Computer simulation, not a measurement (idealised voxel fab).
process module | voxel spacer lines
cross-section cut | 245 nm wide | cells 5 nm
A cross-section is a grid of square cells, given in bands from the top down. A band is one or more rows of cells.
Each band's line starts with the height of the band's top and of its bottom, in nm. Then come its materials from left to right, each with its width in nm. One material with "throughout" fills the band from edge to edge. "air" is empty space.
Height 0 is the level under which the wafer as received is all one material. The lowest band goes on downwards, as in "0 down".
A width such as "30 to 40" changes by the same amount from each row of cells to the next, from the band's top row to its bottom row.
"no change" after a step means that no cell of the cross-section changed.
closed voids: empty space of 8 cells or more with no open way to the top, each as width x height at its distance from the left edge, in nm
after a step's settings: what the simulator itself notes on the step
overlay nm, on a step with a mask: how far to the right of its planned place the mask lay; to the left if negative
plan
1 op RECEIVE | material Si
2 op CONFORMAL_DEP | material Al2O3 | thk nm 5
3 op DIRECTIONAL_DEP | material TiN | thk nm 10
4 op DIRECTIONAL_DEP | material aC | thk nm 25
5 op PATTERN | tone cover | mask id MANDREL | material resist | width nm 20 | pitch nm 60 | thk nm 30 | overlay nm 0
6 op DIRECTIONAL_ETCH | etch materials aC | depth nm 25
7 op STRIP | etch materials resist
8 op CONFORMAL_DEP | material SiO2 | thk nm 10
9 op DIRECTIONAL_ETCH | etch materials SiO2 | depth nm 10
10 op STRIP | etch materials aC
11 op DIRECTIONAL_ETCH | etch materials TiN | depth nm 10
12 op STRIP | etch materials SiO2
13 op FILL_DEP | material lowk | thk nm 5
14 op CMP | height nm 15
as received, after step 1
  0 down: Si throughout
  closed voids: none
first wafer at the end, as planned
  15 to 5: lowk 70 | TiN 10 | lowk 20 | TiN 10 | lowk 20 | TiN 10 | lowk 20 | TiN 10 | lowk 75
  5 to 0: Al2O3 throughout
  0 down: Si throughout
  closed voids: none
second wafer at the end: like start, like plan, one mistake
  15 to 5: aC throughout
  5 to 0: Al2O3 throughout
  0 down: Si throughout
  closed voids: none
what went wrong: steps 3 and 4 were swapped
at the end the second wafer has, in cells: 16 fewer of TiN | 98 more of aC | 82 fewer of lowk
